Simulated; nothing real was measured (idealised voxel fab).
Process module, titled voxel self aligned contacts
This is section cut - it's 300 nm across, gridded in 5 nm square cells.
Square cells in a grid make up a cross-section in this document, and the grid is given as bands, listed from the top down, each one or more rows of cells.
Heights first: top, then bottom, in nm. Then materials, left to right, each with a width in nm. "everywhere" on a single material: fills the band edge to edge. "air": empty space.
We count height from 0. Below that, the starting wafer is all one material. The lowest band never ends at the bottom but goes on down; see "z 0 and below" for how that is written.
A width given as "30 to 40" starts at the first number in the band's top row and ends at the second number in its bottom row, shifting by an equal amount at every step from row to row.
"no alteration" (step): cross-section cells unchanged, all of them.
"Completely enclosed voids" means: voids of 8 cells or more that are shut off from the top with no open way through. Written width x height at distance, distance from the left edge, in nm.
Where a step's line continues beyond its settings, the continuation is a remark by the simulator itself on that step.
What "overlay nm" on a step's line means: if the step has a mask, that mask lay this far to the right of its planned place, or, when the value is negative, to the left.

Process steps - plan:
| 1 | RECEIVE | material Si |
| 2 | CONFORMAL_DEP | material SiO2 | thk nm 5 |
| 3 | DIRECTIONAL_DEP | material polySi | thk nm 25 |
| 4 | DIRECTIONAL_DEP | material SiN | thk nm 20 |
| 5 | DIRECTIONAL_DEP | material aC | thk nm 10 |
| 6 | PATTERN | tone cover | mask id GATE | material resist | width nm 25 | pitch nm 55 | thk nm 30 | overlay nm 0 |
| 7 | DIRECTIONAL_ETCH | etch materials aC | depth nm 10 |
| 8 | STRIP | etch materials resist |
| 9 | DIRECTIONAL_ETCH | etch materials SiN | depth nm 20 |
| 10 | DIRECTIONAL_ETCH | etch materials polySi | depth nm 25 |
| 11 | STRIP | etch materials aC |
| 12 | CONFORMAL_DEP | material SiN | thk nm 5 |
| 13 | DIRECTIONAL_ETCH | etch materials SiN | depth nm 5 |
| 14 | FILL_DEP | material SiO2 | thk nm 10 |
| 15 | CMP | height nm 55 |
| 16 | MASKED_ETCH | tone open | mask id CONTACT | width nm 40 | pitch nm 55 | etch materials SiO2 | depth nm 55 | overlay nm 0 |
| 17 | CONFORMAL_DEP | material TiN | thk nm 5 |
| 18 | FILL_DEP | material W | thk nm 5 |
| 19 | CMP | height nm 55 |
| 20 | CONFORMAL_DEP | material SiCN | thk nm 5 |

Cross-section of the incoming wafer, state after step 1:
    z 0 and below: Si everywhere
    Completely enclosed voids: none

Cross-sectional view of the first of the two wafers upon completion of the module, processed in accordance with the plan:
    z 60 to 55: SiCN everywhere
    z 55 to 50: SiO2 100 nm  TiN 15 nm  W 10 nm  TiN 15 nm  SiO2 15 nm  TiN 15 nm  W 10 nm  TiN 15 nm  SiO2 105 nm
    z 50 to 30: SiO2 75 nm  SiN 35 nm  TiN 5 nm  W 10 nm  TiN 5 nm  SiN 35 nm  TiN 5 nm  W 10 nm  TiN 5 nm  SiN 35 nm  SiO2 80 nm
    z 30 to 5: SiO2 75 nm  SiN 5 nm  polySi 25 nm  SiN 5 nm  TiN 5 nm  W 10 nm  TiN 5 nm  SiN 5 nm  polySi 25 nm  SiN 5 nm  TiN 5 nm  W 10 nm  TiN 5 nm  SiN 5 nm  polySi 25 nm  SiN 5 nm  SiO2 80 nm
    z 5 to 0: SiO2 110 nm  TiN 20 nm  SiO2 35 nm  TiN 20 nm  SiO2 115 nm
    z 0 and below: Si everywhere
    Completely enclosed voids: none

Cross-sectional image of the second wafer of the two following completion of the module. Starting state and process plan were the same as for the first wafer; one execution error occurred:
    z 60 to 55: SiCN everywhere
    z 55 to 50: W 70 nm  TiN 30 nm  SiO2 40 nm  TiN 15 nm  SiO2 40 nm  TiN 30 nm  W 75 nm
    z 50 to 30: W 70 nm  TiN 5 nm  SiN 35 nm  SiO2 20 nm  SiN 35 nm  SiO2 20 nm  SiN 35 nm  TiN 5 nm  W 75 nm
    z 30 to 5: W 70 nm  TiN 5 nm  SiN 5 nm  polySi 25 nm  SiN 5 nm  SiO2 20 nm  SiN 5 nm  polySi 25 nm  SiN 5 nm  SiO2 20 nm  SiN 5 nm  polySi 25 nm  SiN 5 nm  TiN 5 nm  W 75 nm
    z 5 to 0: TiN 75 nm  SiO2 145 nm  TiN 80 nm
    z 0 and below: Si everywhere
    Completely enclosed voids: none
Misprocessing identified: off-plan run, step 16, actual operation and settings MASKED_ETCH | tone cover | mask id CONTACT | width nm 40 | pitch nm 55 | etch materials SiO2 | depth nm 55 | overlay nm 0
It is noted that, at the conclusion of processing, the second wafer exhibits a higher or lower cell count for certain materials relative to the first: SiO2 -258, TiN +8, W +250
